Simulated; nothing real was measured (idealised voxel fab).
Process module in this document: voxel self aligned contacts
This is section cut - it's 250 nm across, gridded in 5 nm square cells.
Think of the cross-section as a grid of square cells. We describe it in bands, top to bottom, and each band covers one or more rows of those cells.
Basically the band line says how high the top is and how high the bottom is, in nm, and then what's in it from left to right, every material with its width in nm. Empty space shows up as "air", and if a single material carries "everywhere" it runs the full band edge to edge.
Ref level 0: as-received wafer is one material below here. Bottom band extends down with no lower bound ("top 0, no bottom").
It should be noted that a width expressed as "30 to 40" varies in equal increments from row to row of cells within the band, taking the value of the first number at the top row and that of the second number at the bottom row.
The cross-section has no changed cell in any step marked "all unchanged".
Look at "Sealed-off cavities" for the closed voids: empty spaces with no open path to the top, sized 8 cells or up. Each is width x height at distance, distance from the left edge, all nm.
On a step's line, text after the settings is the simulator commenting on that step.
The setting "overlay nm" may be written on the line of a step. When the step uses a mask, the value reports how far to the right of the planned place the mask lay, and a negative value reports that it lay to the left.

# Steps in the process plan
1 RECEIVE [material Si]
2 CONFORMAL_DEP [material SiO2] [thk nm 5]
3 DIRECTIONAL_DEP [material polySi] [thk nm 25]
4 DIRECTIONAL_DEP [material SiN] [thk nm 20]
5 DIRECTIONAL_DEP [material aC] [thk nm 10]
6 PATTERN [tone cover] [mask id GATE] [material resist] [width nm 35] [pitch nm 70] [thk nm 30] [overlay nm 0]
7 DIRECTIONAL_ETCH [etch materials aC] [depth nm 10]
8 STRIP [etch materials resist]
9 DIRECTIONAL_ETCH [etch materials SiN] [depth nm 20]
10 DIRECTIONAL_ETCH [etch materials polySi] [depth nm 25]
11 STRIP [etch materials aC]
12 CONFORMAL_DEP [material SiN] [thk nm 5]
13 DIRECTIONAL_ETCH [etch materials SiN] [depth nm 5]
14 FILL_DEP [material SiO2] [thk nm 15]
15 CMP [height nm 60]
16 DIRECTIONAL_DEP [material aC] [thk nm 10]
17 PATTERN [tone open] [mask id CONTACT] [material resist] [width nm 55] [pitch nm 70] [thk nm 25] [overlay nm 0]
18 DIRECTIONAL_ETCH [etch materials aC] [depth nm 10]
19 STRIP [etch materials resist]
20 DIRECTIONAL_ETCH [etch materials SiO2] [depth nm 60]
21 STRIP [etch materials aC]
22 CONFORMAL_DEP [material TiN] [thk nm 5]
23 FILL_DEP [material Ru] [thk nm 10]
24 CMP [height nm 60]
25 CONFORMAL_DEP [material SiN] [thk nm 5]

# As-received wafer cross-section (after step 1)
    top 0, no bottom  Si everywhere
    Sealed-off cavities: none

# Look at the cross-section after the module: the wafer started out the way shown above and the plan was the one shown above, yet one mistake was made along the way
    top 65, bottom 60  SiN everywhere
    top 60, bottom 55  Ru everywhere
    top 55, bottom 50  25 Ru | 55 TiN | 15 Ru | 55 TiN | 15 Ru | 55 TiN | 30 Ru
    top 50, bottom 30  25 Ru | 5 TiN | 45 SiN | 5 TiN | 15 Ru | 5 TiN | 45 SiN | 5 TiN | 15 Ru | 5 TiN | 45 SiN | 5 TiN | 30 Ru
    top 30, bottom 10  25 Ru | 5 TiN | 5 SiN | 35 polySi | 5 SiN | 5 TiN | 15 Ru | 5 TiN | 5 SiN | 35 polySi | 5 SiN | 5 TiN | 15 Ru | 5 TiN | 5 SiN | 35 polySi | 5 SiN | 5 TiN | 30 Ru
    top 10, bottom 5  30 TiN | 5 SiN | 35 polySi | 5 SiN | 25 TiN | 5 SiN | 35 polySi | 5 SiN | 25 TiN | 5 SiN | 35 polySi | 5 SiN | 35 TiN
    top 5, bottom 0  SiO2 everywhere
    top 0, no bottom  Si everywhere
    Sealed-off cavities: none
what went wrong: step 14 did not use the planned setting and instead ran as FILL_DEP [material aC] [thk nm 15]
